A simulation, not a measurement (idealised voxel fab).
A process module follows: voxel gate over fins.
In the cross-section labelled cut, the width is 250 nm and each square cell is 5 nm.
A cross-section is a grid of square cells, given in bands from the top down. A band is one or more rows of cells.
Read a band's entry like this: the first values are the height of its top and the height of its bottom in nm, and what follows is the sequence of materials from left to right, each with its width in nm. Note that "empty" is empty space, and that a single material marked "edge to edge" reaches across the band from edge to edge.
Heights from 0 (as-received wafer is one material below). Bottom band endless downward, as "z 0 and below".
Quick explanation for "30..40": the width changes in equal steps down the rows of cells, from the first number in the band's top row to the second number in its bottom row.
You'll sometimes find "no modifications" written for a step, and that's the way of saying that nowhere in the cross-section did a cell change during that step.
In the "Sealed voids" entry, you get each enclosed empty space of 8 cells or more, one with no open way to the top, written width x height at distance, distance from the left edge, in nm.
Formally, on a step line, whatever follows the settings is a remark that the simulator itself makes on the step.
overlay nm: where the mask lay relative to plan, measured to the right, on steps with a mask; negatives go left.

# Set out below are the planned steps of the process
1: RECEIVE with material Si
2: CONFORMAL_DEP with material SiN, thk nm 10
3: DIRECTIONAL_DEP with material aC, thk nm 15
4: PATTERN with tone cover, mask id FINS, material resist, width nm 15, pitch nm 35, thk nm 30, overlay nm 0
5: DIRECTIONAL_ETCH with etch materials aC, depth nm 15
6: STRIP with etch materials resist
7: DIRECTIONAL_ETCH with etch materials SiN, depth nm 10
8: DIRECTIONAL_ETCH with etch materials Si, depth nm 40
9: STRIP with etch materials aC
10: FILL_DEP with material SiO2, thk nm 15
11: CMP with height nm 10
12: SELECTIVE_ETCH with etch materials SiO2, depth nm 25
13: STRIP with etch materials SiN
14: CONFORMAL_DEP with material HfO2, thk nm 5
15: CONFORMAL_DEP with material TiN, thk nm 5
16: CONFORMAL_DEP with material TiAl, thk nm 5
17: CONFORMAL_DEP with material TiN, thk nm 5
18: FILL_DEP with material W, thk nm 15
19: CMP with height nm 30
20: CONFORMAL_DEP with material SiN, thk nm 5

# Cross-section of the wafer as it came to us, i.e., already through step 1
	z 0 and below | Si edge to edge
	Sealed voids: none

# First of two wafers, end-of-module section, run followed plan
	z 35 to 30 | SiN edge to edge
	z 30 to 20 | W edge to edge
	z 20 to 15 | 80 of W, then 90 of TiN, then 80 of W
	z 15 to 10 | 80 of W, then 5 of TiN, then 80 of TiAl, then 5 of TiN, then 80 of W
	z 10 to 5 | 80 of W, then 5 of TiN, then 5 of TiAl, then 70 of TiN, then 5 of TiAl, then 5 of TiN, then 80 of W
	z 5 to 0 | 85 of TiN, then 5 of TiAl, then 5 of TiN, then 25 of HfO2, then 10 of TiN, then 25 of HfO2, then 5 of TiN, then 5 of TiAl, then 85 of TiN
	z 0 to -5 | 90 of TiAl, then 5 of TiN, then 5 of HfO2, then 15 of Si, then 5 of HfO2, then 10 of TiN, then 5 of HfO2, then 15 of Si, then 5 of HfO2, then 5 of TiN, then 90 of TiAl
	z -5 to -10 | 95 of TiN, then 5 of HfO2, then 15 of Si, then 5 of HfO2, then 10 of TiN, then 5 of HfO2, then 15 of Si, then 5 of HfO2, then 95 of TiN
	z -10 to -15 | 100 of HfO2, then 15 of Si, then 20 of HfO2, then 15 of Si, then 100 of HfO2
	z -15 to -40 | 100 of SiO2, then 15 of Si, then 20 of SiO2, then 15 of Si, then 100 of SiO2
	z -40 and below | Si edge to edge
	Sealed voids: none

# Cross-section, wafer two of two, end of module: same start and plan as wafer one, one error in execution
	z 45 to 30 | SiN edge to edge
	z 30 to 20 | W edge to edge
	z 20 to 15 | 80 of W, then 90 of TiN, then 80 of W
	z 15 to 10 | 80 of W, then 5 of TiN, then 80 of TiAl, then 5 of TiN, then 80 of W
	z 10 to 5 | 80 of W, then 5 of TiN, then 5 of TiAl, then 70 of TiN, then 5 of TiAl, then 5 of TiN, then 80 of W
	z 5 to 0 | 85 of TiN, then 5 of TiAl, then 5 of TiN, then 25 of HfO2, then 10 of TiN, then 25 of HfO2, then 5 of TiN, then 5 of TiAl, then 85 of TiN
	z 0 to -5 | 90 of TiAl, then 5 of TiN, then 5 of HfO2, then 15 of Si, then 5 of HfO2, then 10 of TiN, then 5 of HfO2, then 15 of Si, then 5 of HfO2, then 5 of TiN, then 90 of TiAl
	z -5 to -10 | 95 of TiN, then 5 of HfO2, then 15 of Si, then 5 of HfO2, then 10 of TiN, then 5 of HfO2, then 15 of Si, then 5 of HfO2, then 95 of TiN
	z -10 to -15 | 100 of HfO2, then 15 of Si, then 20 of HfO2, then 15 of Si, then 100 of HfO2
	z -15 to -40 | 100 of SiO2, then 15 of Si, then 20 of SiO2, then 15 of Si, then 100 of SiO2
	z -40 and below | Si edge to edge
	Sealed voids: none
Short version of what went wrong: step 20 off recipe, ran as CONFORMAL_DEP with material SiN, thk nm 15
In the final state, the cell counts of the second wafer exceed or fall short of those of the first for the following materials: SiN +100
